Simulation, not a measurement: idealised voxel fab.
This section sets out a process module, namely voxel local oxidation.
Displayed cross-section: cut, width of 275 nm, square cells sized 5 nm.
Heads up, the way a cross-section reads in here is a grid of square cells, handed over as bands from the top down, with every band being one or more rows of cells.
First you get the band's top height and its bottom height, in nm, and then the materials it's made of, left to right, with each width in nm. If you see a single material with "edge to edge", that one covers the band edge to edge. "blank" is empty space.
Below 0: as-received wafer, all one material; heights counted from there. Lowest band: no bottom, goes on down, written "0..down".
Note: "30 to 40" means the width goes from the first number (top row of the band) to the second number (bottom row) in equal steps per row of cells.
Basically "no modification" means that step didn't change any cell in the cross-section.
Empty spaces counting at least 8 cells and having no open way to the top are listed in "Closed internal cavities". The notation width x height at distance is used for each, the distance being from the left edge and all three values in nm.
What comes after the settings on a step's line is commentary from the simulator itself on that step.
You can add "overlay nm" to a step's line. For a step with a mask, it describes how far the mask lay to the right of its planned position, and a negative number describes a lay to the left.

## Planned process steps
1: op RECEIVE | material Si
2: op OXIDIZE | depth nm 5
3: op CONFORMAL_DEP | material SiN | thk nm 15
4: op PATTERN | tone cover | mask id ACTIVE | material resist | width nm 130 | thk nm 15 | overlay nm 0
5: op DIRECTIONAL_ETCH | etch materials SiN | depth nm 15
6: op STRIP | etch materials resist
7: op SELECTIVE_ETCH | etch materials SiO2 | depth nm 5
8: op OXIDIZE | depth nm 15
9: op STRIP | etch materials SiN

## Cross-sectional view of the wafer in its as-received condition, corresponding to the state after step 1
	0..down  Si edge to edge
	Closed internal cavities: none

## Cross-sectional result after module completion. Note: starting condition and plan are unchanged from above; one processing mistake was made
	0..-5  80 of blank / 115 of SiO2 / 80 of blank
	-5..-20  95 of SiO2 / 85 of Si / 95 of SiO2
	-20..down  Si edge to edge
	Closed internal cavities: none
Finding, execution versus plan: contrary to plan, step 4 was performed as op PATTERN | tone cover | mask id ACTIVE | material resist | width nm 125 | thk nm 15 | overlay nm 0
